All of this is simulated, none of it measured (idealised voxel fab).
The process module presented herein is designated voxel transistor to metal.
The cross-section shown here is cut; it is 150 nm wide and divided into square cells measuring 5 nm on a side.
Bands, listed from the top down, are how a cross-section gets written in this document; the cross-section itself is a grid of square cells, and a band is one or more rows of them. What a band's entry tells you: where the top is and where the bottom is, as heights in nm, and after that what lies inside, material by material from left to right, each with its width in nm. Empty space is written as the word "air", and a single material marked with the word "full width" occupies the band from edge to edge. Ref level 0: as-received wafer is one material below here. Bottom band extends down with no lower bound ("from 0 down"). A two-number width, for instance "30->40", indicates that the width is equal to the first number in the top row of the band and to the second number in the bottom row, and that it changes by a constant amount per row of cells. A step reported as "no alteration" is a step in which no cell of the cross-section changed. Closed empty spaces (no open way to the top) of 8 cells or more are what "Enclosed void inventory" lists, each as width x height at distance from the left edge, nm for all three. If you see something after the settings on a step's line, that's the simulator's own remark about that step. If you see "overlay nm" on a step's line and that step has a mask, it's telling you how far right of where it was planned the mask ended up; a negative number means it went left instead.
Listed below are the process steps as planned
1: RECEIVE, material Si
2: CONFORMAL_DEP, material SiO2, thk nm 5
3: CONFORMAL_DEP, material SiN, thk nm 15
4: MASKED_ETCH, tone cover, mask id ACTIVE, width nm 105, etch materials SiN, depth nm 15, overlay nm 0
5: MASKED_ETCH, tone cover, mask id ACTIVE, width nm 105, etch materials SiO2, depth nm 5, overlay nm 0
6: MASKED_ETCH, tone cover, mask id ACTIVE, width nm 105, etch materials Si, depth nm 30, overlay nm 0
7: FILL_DEP, material SiO2, thk nm 10
8: CMP, height nm 20
9: SELECTIVE_ETCH, etch materials SiO2, depth nm 10
10: STRIP, etch materials SiN
11: SELECTIVE_ETCH, etch materials SiO2, depth nm 5
12: OXIDIZE, depth nm 5
13: DIRECTIONAL_DEP, material polySi, thk nm 20
14: DIRECTIONAL_DEP, material SiCN, thk nm 10
15: MASKED_ETCH, tone cover, mask id GATE, width nm 25, etch materials SiCN, depth nm 20, overlay nm 0
16: MASKED_ETCH, tone cover, mask id GATE, width nm 25, etch materials polySi, depth nm 30, overlay nm 0
17: CONFORMAL_DEP, material SiN, thk nm 5
18: DIRECTIONAL_ETCH, etch materials SiN, depth nm 5
19: DIRECTIONAL_ETCH, etch materials SiO2, depth nm 5
20: EPI, material nSi, thk nm 5
21: FILL_DEP, material SiO2, thk nm 10
22: CMP, height nm 30
23: DIRECTIONAL_DEP, material SiO2, thk nm 10
24: MASKED_ETCH, tone open, mask id CONTACT, width nm 15, pitch nm 80, etch materials SiO2, depth nm 40, overlay nm 0
25: CONFORMAL_DEP, material TiN, thk nm 5
26: FILL_DEP, material W, thk nm 10
27: CMP, height nm 40
28: CONFORMAL_DEP, material SiCN, thk nm 5
29: DIRECTIONAL_DEP, material SiO2, thk nm 15
30: MASKED_ETCH, tone open, mask id METAL_1, width nm 15, pitch nm 80, etch materials SiO2, depth nm 15, overlay nm 0
31: MASKED_ETCH, tone open, mask id METAL_1, width nm 15, pitch nm 80, etch materials SiCN, depth nm 5, overlay nm 0
32: CONFORMAL_DEP, material TiN, thk nm 5
33: FILL_DEP, material Cu, thk nm 10
34: CMP, height nm 60
35: CONFORMAL_DEP, material SiCN, thk nm 5
36: DIRECTIONAL_DEP, material SiO2, thk nm 25
37: MASKED_ETCH, tone open, mask id METAL_2, width nm 15, pitch nm 80, etch materials SiO2, depth nm 15, overlay nm 0
38: MASKED_ETCH, tone open, mask id METAL_2_HOLES, width nm 15, pitch nm 80, etch materials SiO2, depth nm 10, overlay nm 0
39: MASKED_ETCH, tone open, mask id METAL_2_HOLES, width nm 15, pitch nm 80, etch materials SiCN, depth nm 5, overlay nm 0
40: CONFORMAL_DEP, material TiN, thk nm 5
41: FILL_DEP, material Ru, thk nm 10
42: CMP, height nm 90
43: CONFORMAL_DEP, material SiN, thk nm 5
The cross-section here shows the wafer as received, i.e. in its state after step 1
- from 0 down | Si full width
- Enclosed void inventory: none
Here's the cross-section of the first of our two wafers at the end of the module - it ran as planned
- from 95 to 90 | SiN full width
- from 90 to 65 | 25 SiO2, 5 TiN, 5 Ru, 5 TiN, 65 SiO2, 5 TiN, 5 Ru, 5 TiN, 30 SiO2
- from 65 to 60 | 25 SiCN, 15 TiN, 65 SiCN, 15 TiN, 30 SiCN
- from 60 to 45 | 25 SiO2, 5 TiN, 5 Cu, 5 TiN, 65 SiO2, 5 TiN, 5 Cu, 5 TiN, 30 SiO2
- from 45 to 40 | 25 SiCN, 15 TiN, 65 SiCN, 15 TiN, 30 SiCN
- from 40 to 30 | 25 SiO2, 5 TiN, 5 W, 5 TiN, 65 SiO2, 5 TiN, 5 W, 5 TiN, 30 SiO2
- from 30 to 20 | 25 SiO2, 5 TiN, 5 W, 5 TiN, 15 SiO2, 5 SiN, 25 SiCN, 5 SiN, 15 SiO2, 5 TiN, 5 W, 5 TiN, 30 SiO2
- from 20 to 5 | 25 SiO2, 5 TiN, 5 W, 5 TiN, 15 SiO2, 5 SiN, 25 polySi, 5 SiN, 15 SiO2, 5 TiN, 5 W, 5 TiN, 30 SiO2
- from 5 to 0 | 15 SiO2, 5 SiN, 5 SiO2, 15 TiN, 15 SiO2, 5 SiN, 25 polySi, 5 SiN, 15 SiO2, 15 TiN, 5 SiO2, 5 SiN, 20 SiO2
- from 0 to -5 | 20 SiO2, 35 nSi, 35 SiO2, 35 nSi, 25 SiO2
- from -5 to -30 | 20 SiO2, 105 Si, 25 SiO2
- from -30 down | Si full width
- Enclosed void inventory: none
This cross-section belongs to the second wafer of two at the end of the module; the start and the plan were shared with the first, and the run included one mistake
- from 95 to 90 | SiN full width
- from 90 to 65 | 25 SiO2, 5 TiN, 5 Ru, 5 TiN, 65 SiO2, 5 TiN, 5 Ru, 5 TiN, 30 SiO2
- from 65 to 60 | 25 SiCN, 15 TiN, 65 SiCN, 15 TiN, 30 SiCN
- from 60 to 45 | 25 SiO2, 5 TiN, 5 Cu, 5 TiN, 65 SiO2, 5 TiN, 5 Cu, 5 TiN, 30 SiO2
- from 45 to 40 | 25 SiCN, 15 TiN, 65 SiCN, 15 TiN, 30 SiCN
- from 40 to 30 | 25 SiO2, 5 SiCN, 5 W, 5 SiCN, 65 SiO2, 5 SiCN, 5 W, 5 SiCN, 30 SiO2
- from 30 to 20 | 25 SiO2, 5 SiCN, 5 W, 5 SiCN, 15 SiO2, 5 SiN, 25 SiCN, 5 SiN, 15 SiO2, 5 SiCN, 5 W, 5 SiCN, 30 SiO2
- from 20 to 5 | 25 SiO2, 5 SiCN, 5 W, 5 SiCN, 15 SiO2, 5 SiN, 25 polySi, 5 SiN, 15 SiO2, 5 SiCN, 5 W, 5 SiCN, 30 SiO2
- from 5 to 0 | 15 SiO2, 5 SiN, 5 SiO2, 15 SiCN, 15 SiO2, 5 SiN, 25 polySi, 5 SiN, 15 SiO2, 15 SiCN, 5 SiO2, 5 SiN, 20 SiO2
- from 0 to -5 | 20 SiO2, 35 nSi, 35 SiO2, 35 nSi, 25 SiO2
- from -5 to -30 | 20 SiO2, 105 Si, 25 SiO2
- from -30 down | Si full width
- Enclosed void inventory: none
Which mistake was made when the wafer was run? contrary to plan, step 25 was performed as CONFORMAL_DEP, material SiCN, thk nm 5
Heads up, by the end the second wafer has more or fewer cells of some materials compared to the first: SiCN +34; TiN -34
